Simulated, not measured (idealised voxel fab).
Herein follows the process module entitled voxel local oxidation.
Shown is cross-section cut, with a width of 270 nm and square cells of size 5 nm.
We lay out every cross-section as a grid of square cells and spell it out in bands from the top down, where one band means one or more rows of cells.
This entry defines a band. It first specifies the height of the band's top and the height of its bottom in nm, and then specifies the band's materials from left to right, stating each material with its width in nm. The word "full width" identifies a single material that fills the band from edge to edge, while the word "air" identifies empty space.
All heights in this document are referenced to 0, defined as the level beneath which the wafer, as received, consists entirely of one material. The lowest band is not bounded below; it extends indefinitely downward and is written in the form "z 0 and below".
The expression "30->40" gives the width at the extremes of the band, the first number at its top row of cells and the second at its bottom row, with the width changing by equal amounts from each row to the next in between.
The cross-section has no changed cell in any step marked "remains unaltered".
So "Entrapped void list" is basically the list of trapped voids: any empty space of 8 cells or more that can't reach the top through an opening. They're written width x height at distance, the distance being from the left edge, and it's all nm.
Anything after a step's settings on that line? It's the simulator's own note about the step.
"overlay nm", when on a step's line for a step with a mask, measures how far to the right of its planned place the mask lay; a negative measure means to the left.

-- The following list gives the planned process steps
1) RECEIVE, material Si
2) CONFORMAL_DEP, material SiO2, thk nm 5
3) CONFORMAL_DEP, material SiN, thk nm 10
4) PATTERN, tone cover, mask id ACTIVE, material resist, width nm 110, thk nm 20, overlay nm 0
5) DIRECTIONAL_ETCH, etch materials SiN, depth nm 10
6) STRIP, etch materials resist
7) SELECTIVE_ETCH, etch materials SiO2, depth nm 5
8) OXIDIZE, depth nm 10
9) STRIP, etch materials SiN

-- Cross-section of the wafer at receipt, which is the condition after step 1
	z 0 and below  Si full width
	Entrapped void list: none

-- End-of-module XS, first of two wafers, run as planned
	z 5 to 0  air 85, then SiO2 100, then air 85
	z 0 to -10  SiO2 95, then Si 80, then SiO2 95
	z -10 and below  Si full width
	Entrapped void list: none

-- Second wafer through the module, sectioned at the end: same beginning and same plan as the first wafer, with one mistake in carrying it out
	z 5 to 0  SiO2 75, then air 120, then SiO2 75
	z 0 to -10  Si 65, then SiO2 140, then Si 65
	z -10 and below  Si full width
	Entrapped void list: none
Short version of what went wrong: step 4 ran as: PATTERN, tone open, mask id ACTIVE, material resist, width nm 110, thk nm 20, overlay nm 0
Materials where the second wafer ends with more or fewer cells than the first: Si: 20 more, SiO2: 10 fewer
